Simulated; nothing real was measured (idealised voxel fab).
The process module presented herein is designated voxel trench capacitor.
The cross-section on display is named cut; it measures 225 nm wide, and its cells are 5 nm squares.
Reading order for cross-sections: top band down to bottom band. Underlying form: a grid of square cells. Band size: one or more rows of cells.
A band entry consists of two parts. The first gives the height of the band's top and the height of its bottom, in nm. The rest lists the band's materials from left to right, each with its width in nm. A single material labelled with the word "everywhere" fills the band from edge to edge, and the word "blank" marks empty space.
Height datum 0, below which the as-received substrate wafer is one material. Lowest band open at the bottom, running downward: "from 0 down".
A width given as "30 to 40" starts at the first number in the band's top row and ends at the second number in its bottom row, shifting by an equal amount at every step from row to row.
It should be understood that the words "nothing changed", when stated for a given step, signify that the cross-section underwent no change in any of its cells during that step.
Any empty space of 8 cells or more lacking an open way to the top shows up in "Enclosed void list" as width x height at distance, distance from the left edge, in nm.
Past the settings on a step's line: simulator remark, on that step.
A step's line can hold "overlay nm"; with a mask on that step, the setting says how far right of the planned place the mask lay, while a negative setting says it lay to the left.
**List of planned process steps**
| 1 | RECEIVE [material Si] |
| 2 | CONFORMAL_DEP [material SiN] [thk nm 5] |
| 3 | DIRECTIONAL_DEP [material aC] [thk nm 10] |
| 4 | PATTERN [tone open] [mask id TRENCH] [material resist] [width nm 15] [pitch nm 45] [thk nm 25] [overlay nm 0] |
| 5 | DIRECTIONAL_ETCH [etch materials aC] [depth nm 10] |
| 6 | STRIP [etch materials resist] |
| 7 | DIRECTIONAL_ETCH [etch materials SiN] [depth nm 5] |
| 8 | DIRECTIONAL_ETCH [etch materials Si] [depth nm 30] |
| 9 | STRIP [etch materials aC] |
| 10 | CONFORMAL_DEP [material Al2O3] [thk nm 5] |
| 11 | FILL_DEP [material polySi] [thk nm 10] |
| 12 | CMP [height nm 5] |
**Wafer at receipt (post step 1), cross-section**
> from 0 down = Si everywhere
> Enclosed void list: none
**Here's the cross-section of the first of our two wafers at the end of the module - it ran as planned**
> from 5 to 0 = SiN 80 nm; Al2O3 5 nm; polySi 5 nm; Al2O3 5 nm; SiN 30 nm; Al2O3 5 nm; polySi 5 nm; Al2O3 5 nm; SiN 85 nm
> from 0 to -25 = Si 80 nm; Al2O3 5 nm; polySi 5 nm; Al2O3 5 nm; Si 30 nm; Al2O3 5 nm; polySi 5 nm; Al2O3 5 nm; Si 85 nm
> from -25 to -30 = Si 80 nm; Al2O3 15 nm; Si 30 nm; Al2O3 15 nm; Si 85 nm
> from -30 down = Si everywhere
> Enclosed void list: none
**Wafer two, end of module, cross-section. Same start, same plan as wafer one. One mistake in the run**
> from 5 to 0 = SiN 80 nm; Al2O3 5 nm; polySi 5 nm; Al2O3 5 nm; SiN 30 nm; Al2O3 5 nm; polySi 5 nm; Al2O3 5 nm; SiN 85 nm
> from 0 to -55 = Si 80 nm; Al2O3 5 nm; polySi 5 nm; Al2O3 5 nm; Si 30 nm; Al2O3 5 nm; polySi 5 nm; Al2O3 5 nm; Si 85 nm
> from -55 to -60 = Si 80 nm; Al2O3 15 nm; Si 30 nm; Al2O3 15 nm; Si 85 nm
> from -60 down = Si everywhere
> Enclosed void list: none
Deviation from plan: step 8 of the plan was performed twice
The final cell counts differ between the wafers, with the second having more or fewer of some materials than the first: Al2O3: 24 more | Si: 36 fewer | polySi: 12 more
